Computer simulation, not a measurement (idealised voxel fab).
The document below concerns the process module designated voxel self aligned contacts.
Pictured: cross-section cut, 200 nm wide, on a grid of 5 nm square cells.
Cross-section spec: square-cell grid; bands listed top down; each band is one or more rows. Top height, bottom height, nm. Materials left to right, width each, nm. Single material + "edge to edge" = fills band edge to edge. "air" = empty. For the purposes of this specification, 0 denotes the height below which the wafer in its as-received condition is composed wholly of one material, and the lowermost band, lacking a lower limit, extends downward without end, as expressed in "0 -> down". Width "30->40": first value at the band's top row of cells, second value at its bottom row, equal change from row to row. What does "all unchanged" mean for a step? It means no cell of the cross-section changed in that step. Voids not open to the top, 8 cells minimum: see "Voids, sealed". Written width x height at distance; distance is from the left edge; nm. What comes after the settings on a step's line is commentary from the simulator itself on that step. overlay nm: mask offset rightward from planned place, masked step; negative means leftward offset.
### The process steps that were planned are listed below
1. RECEIVE [material Si]
2. OXIDIZE [depth nm 5]
3. DIRECTIONAL_DEP [material polySi] [thk nm 30]
4. DIRECTIONAL_DEP [material SiN] [thk nm 20]
5. MASKED_ETCH [tone cover] [mask id GATE] [width nm 30] [pitch nm 65] [etch materials SiN] [depth nm 20] [overlay nm 0]
6. MASKED_ETCH [tone cover] [mask id GATE] [width nm 30] [pitch nm 65] [etch materials polySi] [depth nm 30] [overlay nm 0]
7. CONFORMAL_DEP [material SiN] [thk nm 10]
8. DIRECTIONAL_ETCH [etch materials SiN] [depth nm 10]
9. FILL_DEP [material SiO2] [thk nm 20]
10. CMP [height nm 60]
11. PATTERN [tone open] [mask id CONTACT] [material resist] [width nm 45] [thk nm 20] [overlay nm 0]
12. DIRECTIONAL_ETCH [etch materials SiO2] [depth nm 65]
13. STRIP [etch materials resist]
14. CONFORMAL_DEP [material TiN] [thk nm 5]
15. FILL_DEP [material W] [thk nm 10]
16. CMP [height nm 60]
17. CONFORMAL_DEP [material SiN] [thk nm 5]
### Incoming wafer in cross-section (state: after step 1)
0 -> down  Si edge to edge
Voids, sealed: none
### First of two wafers at the end of the module, shown in cross-section; run carried out as planned
65 -> 60  SiN edge to edge
60 -> 50  SiO2=75 / TiN=5->20 / W=35->5 / TiN=5->20 / SiO2=80
50 -> 30  SiO2=40 / SiN=50 / TiN=5 / W=5 / TiN=5 / SiN=50 / SiO2=45
30 -> 0  SiO2=40 / SiN=10 / polySi=30 / SiN=10 / TiN=5 / W=5 / TiN=5 / SiN=10 / polySi=30 / SiN=10 / SiO2=45
0 -> -5  SiO2=90 / TiN=15 / SiO2=95
-5 -> down  Si edge to edge
Voids, sealed: none
### Second of two wafers, module complete, sectioned: it shares the first wafer's start and plan but was run with one mistake
65 -> 60  SiN edge to edge
60 -> 55  SiO2=75 / TiN=5 / W=35 / TiN=5 / SiO2=80
55 -> 50  SiO2=75 / TiN=45 / SiO2=80
50 -> 30  W edge to edge
30 -> 0  polySi edge to edge
0 -> -5  SiO2 edge to edge
-5 -> down  Si edge to edge
Voids, sealed: none
Run error: the process deviated at step 4: the operation and settings actually run there were DIRECTIONAL_DEP [material W] [thk nm 20]
It is noted that, at the conclusion of processing, the second wafer exhibits a higher or lower cell count for certain materials relative to the first: 128 fewer of SiN, 167 fewer of SiO2, 22 fewer of TiN, 149 more of W, 168 more of polySi
